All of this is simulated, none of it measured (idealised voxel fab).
The name of this process module is voxel self aligned contacts.
In the cross-section labelled cut, the width is 185 nm and each square cell is 5 nm.
This document writes a cross-section as a grid whose cells are square, and gives it as bands, listed from the top down; one or more rows of cells form a band.
Read a band's entry like this: the first values are the height of its top and the height of its bottom in nm, and what follows is the sequence of materials from left to right, each with its width in nm. Note that "blank" is empty space, and that a single material marked "everywhere" reaches across the band from edge to edge.
A quick word on heights: they are counted from 0, and under that level the wafer as it came to us is one material throughout. The lowest band is different from the rest in having no bottom; it simply continues downward, written as in "0 down".
Per-row width for "30 to 40": begins at first number (top row of band), ends at second number (bottom row), increment between rows held constant.
Basically "no alterations made" means that step didn't change any cell in the cross-section.
What "Sealed void list" gives you is every empty space of 8 cells or more that is cut off from the top. Each appears as width x height at distance, with the distance taken from the left edge and width, height and distance all in nm.
It should be noted that, on the line of a given step, the content following the step's settings is a remark produced by the simulator itself with respect to that step.
"overlay nm" denotes, for a step that has a mask, the displacement of the mask to the right of its planned place, with negative values corresponding to the left.
**plan**
1. op RECEIVE | material Si
2. op CONFORMAL_DEP | material SiO2 | thk nm 5
3. op DIRECTIONAL_DEP | material polySi | thk nm 30
4. op DIRECTIONAL_DEP | material SiN | thk nm 20
5. op PATTERN | tone cover | mask id GATE | material resist | width nm 25 | pitch nm 60 | thk nm 20 | overlay nm 0
6. op DIRECTIONAL_ETCH | etch materials SiN | depth nm 20
7. op DIRECTIONAL_ETCH | etch materials polySi | depth nm 30
8. op STRIP | etch materials resist
9. op CONFORMAL_DEP | material SiN | thk nm 10
10. op DIRECTIONAL_ETCH | etch materials SiN | depth nm 10
11. op FILL_DEP | material SiO2 | thk nm 20
12. op CMP | height nm 65
13. op PATTERN | tone open | mask id CONTACT | material resist | width nm 45 | thk nm 15 | overlay nm 0
14. op DIRECTIONAL_ETCH | etch materials SiO2 | depth nm 65
15. op STRIP | etch materials resist
16. op CONFORMAL_DEP | material TiN | thk nm 5
17. op FILL_DEP | material W | thk nm 5
18. op CMP | height nm 65
19. op CONFORMAL_DEP | material SiCN | thk nm 5
**Below: the first of two wafers, run as planned**
**Step 1 complete: cross-section of the wafer as received**
* 0 down = Si everywhere
* Sealed void list: none
**The wafer, seen in cross-section, after step 2**
* 5 to 0 = SiO2 everywhere
* Unchanged below 0.
**The wafer, seen in cross-section, after step 3**
* 35 to 5 = polySi everywhere
* Unchanged below 5.
**The wafer, seen in cross-section, after step 4**
* 55 to 35 = SiN everywhere
* Unchanged below 35.
**The wafer, seen in cross-section, after step 5**
* 75 to 55 = blank 50 nm; resist 25 nm; blank 35 nm; resist 25 nm; blank 50 nm
* Unchanged below 55.
**The wafer, seen in cross-section, after step 6**
* 75 to 55 = blank 50 nm; resist 25 nm; blank 35 nm; resist 25 nm; blank 50 nm
* 55 to 35 = blank 50 nm; SiN 25 nm; blank 35 nm; SiN 25 nm; blank 50 nm
* Unchanged below 35.
**The wafer, seen in cross-section, after step 7**
* 75 to 55 = blank 50 nm; resist 25 nm; blank 35 nm; resist 25 nm; blank 50 nm
* 55 to 35 = blank 50 nm; SiN 25 nm; blank 35 nm; SiN 25 nm; blank 50 nm
* 35 to 5 = blank 50 nm; polySi 25 nm; blank 35 nm; polySi 25 nm; blank 50 nm
* Unchanged below 5.
**The wafer, seen in cross-section, after step 8**
* 55 to 35 = blank 50 nm; SiN 25 nm; blank 35 nm; SiN 25 nm; blank 50 nm
* Unchanged below 35.
**The wafer, seen in cross-section, after step 9**
* 65 to 35 = blank 40 nm; SiN 45 nm; blank 15 nm; SiN 45 nm; blank 40 nm
* 35 to 15 = blank 40 nm; SiN 10 nm; polySi 25 nm; SiN 10 nm; blank 15 nm; SiN 10 nm; polySi 25 nm; SiN 10 nm; blank 40 nm
* 15 to 5 = SiN 50 nm; polySi 25 nm; SiN 35 nm; polySi 25 nm; SiN 50 nm
* Unchanged below 5.
**The wafer, seen in cross-section, after step 10**
* 55 to 35 = blank 40 nm; SiN 45 nm; blank 15 nm; SiN 45 nm; blank 40 nm
* 35 to 5 = blank 40 nm; SiN 10 nm; polySi 25 nm; SiN 10 nm; blank 15 nm; SiN 10 nm; polySi 25 nm; SiN 10 nm; blank 40 nm
* Unchanged below 5.
**The wafer, seen in cross-section, after step 11**
* 75 to 55 = SiO2 everywhere
* 55 to 35 = SiO2 40 nm; SiN 45 nm; SiO2 15 nm; SiN 45 nm; SiO2 40 nm
* 35 to 5 = SiO2 40 nm; SiN 10 nm; polySi 25 nm; SiN 10 nm; SiO2 15 nm; SiN 10 nm; polySi 25 nm; SiN 10 nm; SiO2 40 nm
* Unchanged below 5.
**The wafer, seen in cross-section, after step 12**
* 65 to 55 = SiO2 everywhere
* Unchanged below 55.
**The wafer, seen in cross-section, after step 13**
* 80 to 65 = resist 70 nm; blank 45 nm; resist 70 nm
* Unchanged below 65.
**The wafer, seen in cross-section, after step 14**
* 80 to 65 = resist 70 nm; blank 45 nm; resist 70 nm
* 65 to 55 = SiO2 70 nm; blank 45 nm; SiO2 70 nm
* 55 to 35 = SiO2 40 nm; SiN 45 nm; blank 15 nm; SiN 45 nm; SiO2 40 nm
* 35 to 5 = SiO2 40 nm; SiN 10 nm; polySi 25 nm; SiN 10 nm; blank 15 nm; SiN 10 nm; polySi 25 nm; SiN 10 nm; SiO2 40 nm
* 5 to 0 = SiO2 85 nm; blank 15 nm; SiO2 85 nm
* Unchanged below 0.
**The wafer, seen in cross-section, after step 15**
* 65 to 55 = SiO2 70 nm; blank 45 nm; SiO2 70 nm
* Unchanged below 55.
**The wafer, seen in cross-section, after step 16**
* 70 to 65 = TiN 75 nm; blank 35 nm; TiN 75 nm
* 65 to 55 = SiO2 70 nm; TiN 5 to 20 nm; blank 35 to 5 nm; TiN 5 to 20 nm; SiO2 70 nm
* 55 to 35 = SiO2 40 nm; SiN 45 nm; TiN 5 nm; blank 5 nm; TiN 5 nm; SiN 45 nm; SiO2 40 nm
* 35 to 5 = SiO2 40 nm; SiN 10 nm; polySi 25 nm; SiN 10 nm; TiN 5 nm; blank 5 nm; TiN 5 nm; SiN 10 nm; polySi 25 nm; SiN 10 nm; SiO2 40 nm
* 5 to 0 = SiO2 85 nm; TiN 15 nm; SiO2 85 nm
* Unchanged below 0.
**The wafer, seen in cross-section, after step 17**
* 75 to 70 = W everywhere
* 70 to 65 = TiN 75 nm; W 35 nm; TiN 75 nm
* 65 to 55 = SiO2 70 nm; TiN 5 to 20 nm; W 35 to 5 nm; TiN 5 to 20 nm; SiO2 70 nm
* 55 to 35 = SiO2 40 nm; SiN 45 nm; TiN 5 nm; W 5 nm; TiN 5 nm; SiN 45 nm; SiO2 40 nm
* 35 to 5 = SiO2 40 nm; SiN 10 nm; polySi 25 nm; SiN 10 nm; TiN 5 nm; W 5 nm; TiN 5 nm; SiN 10 nm; polySi 25 nm; SiN 10 nm; SiO2 40 nm
* Unchanged below 5.
**The wafer, seen in cross-section, after step 18**
* 65 to 55 = SiO2 70 nm; TiN 5 to 20 nm; W 35 to 5 nm; TiN 5 to 20 nm; SiO2 70 nm
* Unchanged below 55.
**The wafer, seen in cross-section, after step 19**
* 70 to 65 = SiCN everywhere
* Unchanged below 65.
**Second wafer, same starting conditions and recipe as the first, one mistake in executing it, nothing differs from the first up to and including step 1**
when step 2 should have ended: no alterations made
**when step 3 should have ended**
* 30 to 0 = polySi everywhere
* Unchanged below 0.
**when step 4 should have ended**
* 50 to 30 = SiN everywhere
* Unchanged below 30.
**when step 5 should have ended**
* 70 to 50 = blank 50 nm; resist 25 nm; blank 35 nm; resist 25 nm; blank 50 nm
* Unchanged below 50.
**when step 6 should have ended**
* 70 to 50 = blank 50 nm; resist 25 nm; blank 35 nm; resist 25 nm; blank 50 nm
* 50 to 30 = blank 50 nm; SiN 25 nm; blank 35 nm; SiN 25 nm; blank 50 nm
* Unchanged below 30.
**when step 7 should have ended**
* 70 to 50 = blank 50 nm; resist 25 nm; blank 35 nm; resist 25 nm; blank 50 nm
* 50 to 30 = blank 50 nm; SiN 25 nm; blank 35 nm; SiN 25 nm; blank 50 nm
* 30 to 0 = blank 50 nm; polySi 25 nm; blank 35 nm; polySi 25 nm; blank 50 nm
* Unchanged below 0.
**when step 8 should have ended**
* 50 to 30 = blank 50 nm; SiN 25 nm; blank 35 nm; SiN 25 nm; blank 50 nm
* Unchanged below 30.
**when step 9 should have ended**
* 60 to 30 = blank 40 nm; SiN 45 nm; blank 15 nm; SiN 45 nm; blank 40 nm
* 30 to 10 = blank 40 nm; SiN 10 nm; polySi 25 nm; SiN 10 nm; blank 15 nm; SiN 10 nm; polySi 25 nm; SiN 10 nm; blank 40 nm
* 10 to 0 = SiN 50 nm; polySi 25 nm; SiN 35 nm; polySi 25 nm; SiN 50 nm
* Unchanged below 0.
**when step 10 should have ended**
* 50 to 30 = blank 40 nm; SiN 45 nm; blank 15 nm; SiN 45 nm; blank 40 nm
* 30 to 0 = blank 40 nm; SiN 10 nm; polySi 25 nm; SiN 10 nm; blank 15 nm; SiN 10 nm; polySi 25 nm; SiN 10 nm; blank 40 nm
* Unchanged below 0.
**when step 11 should have ended**
* 70 to 50 = SiO2 everywhere
* 50 to 30 = SiO2 40 nm; SiN 45 nm; SiO2 15 nm; SiN 45 nm; SiO2 40 nm
* 30 to 0 = SiO2 40 nm; SiN 10 nm; polySi 25 nm; SiN 10 nm; SiO2 15 nm; SiN 10 nm; polySi 25 nm; SiN 10 nm; SiO2 40 nm
* Unchanged below 0.
**when step 12 should have ended**
* 65 to 50 = SiO2 everywhere
* Unchanged below 50.
**when step 13 should have ended**
* 80 to 65 = resist 70 nm; blank 45 nm; resist 70 nm
* Unchanged below 65.
**when step 14 should have ended**
* 80 to 65 = resist 70 nm; blank 45 nm; resist 70 nm
* 65 to 50 = SiO2 70 nm; blank 45 nm; SiO2 70 nm
* 50 to 30 = SiO2 40 nm; SiN 45 nm; blank 15 nm; SiN 45 nm; SiO2 40 nm
* 30 to 0 = SiO2 40 nm; SiN 10 nm; polySi 25 nm; SiN 10 nm; blank 15 nm; SiN 10 nm; polySi 25 nm; SiN 10 nm; SiO2 40 nm
* Unchanged below 0.
**when step 15 should have ended**
* 65 to 50 = SiO2 70 nm; blank 45 nm; SiO2 70 nm
* Unchanged below 50.
**when step 16 should have ended**
* 70 to 65 = TiN 75 nm; blank 35 nm; TiN 75 nm
* 65 to 55 = SiO2 70 nm; TiN 5 nm; blank 35 nm; TiN 5 nm; SiO2 70 nm
* 55 to 50 = SiO2 70 nm; TiN 20 nm; blank 5 nm; TiN 20 nm; SiO2 70 nm
* 50 to 30 = SiO2 40 nm; SiN 45 nm; TiN 5 nm; blank 5 nm; TiN 5 nm; SiN 45 nm; SiO2 40 nm
* 30 to 5 = SiO2 40 nm; SiN 10 nm; polySi 25 nm; SiN 10 nm; TiN 5 nm; blank 5 nm; TiN 5 nm; SiN 10 nm; polySi 25 nm; SiN 10 nm; SiO2 40 nm
* 5 to 0 = SiO2 40 nm; SiN 10 nm; polySi 25 nm; SiN 10 nm; TiN 15 nm; SiN 10 nm; polySi 25 nm; SiN 10 nm; SiO2 40 nm
* Unchanged below 0.
**when step 17 should have ended**
* 75 to 70 = W everywhere
* 70 to 65 = TiN 75 nm; W 35 nm; TiN 75 nm
* 65 to 55 = SiO2 70 nm; TiN 5 nm; W 35 nm; TiN 5 nm; SiO2 70 nm
* 55 to 50 = SiO2 70 nm; TiN 20 nm; W 5 nm; TiN 20 nm; SiO2 70 nm
* 50 to 30 = SiO2 40 nm; SiN 45 nm; TiN 5 nm; W 5 nm; TiN 5 nm; SiN 45 nm; SiO2 40 nm
* 30 to 5 = SiO2 40 nm; SiN 10 nm; polySi 25 nm; SiN 10 nm; TiN 5 nm; W 5 nm; TiN 5 nm; SiN 10 nm; polySi 25 nm; SiN 10 nm; SiO2 40 nm
* Unchanged below 5.
**when step 18 should have ended**
* 65 to 55 = SiO2 70 nm; TiN 5 nm; W 35 nm; TiN 5 nm; SiO2 70 nm
* Unchanged below 55.
**when step 19 should have ended**
* 70 to 65 = SiCN everywhere
* Unchanged below 65.
Where did the run depart from the plan? the plan's step 2 went unexecuted, having been skipped
Wrapping up, a cell-based count of both wafers puts the second over or under the first for these materials: SiO2 -6, W +6
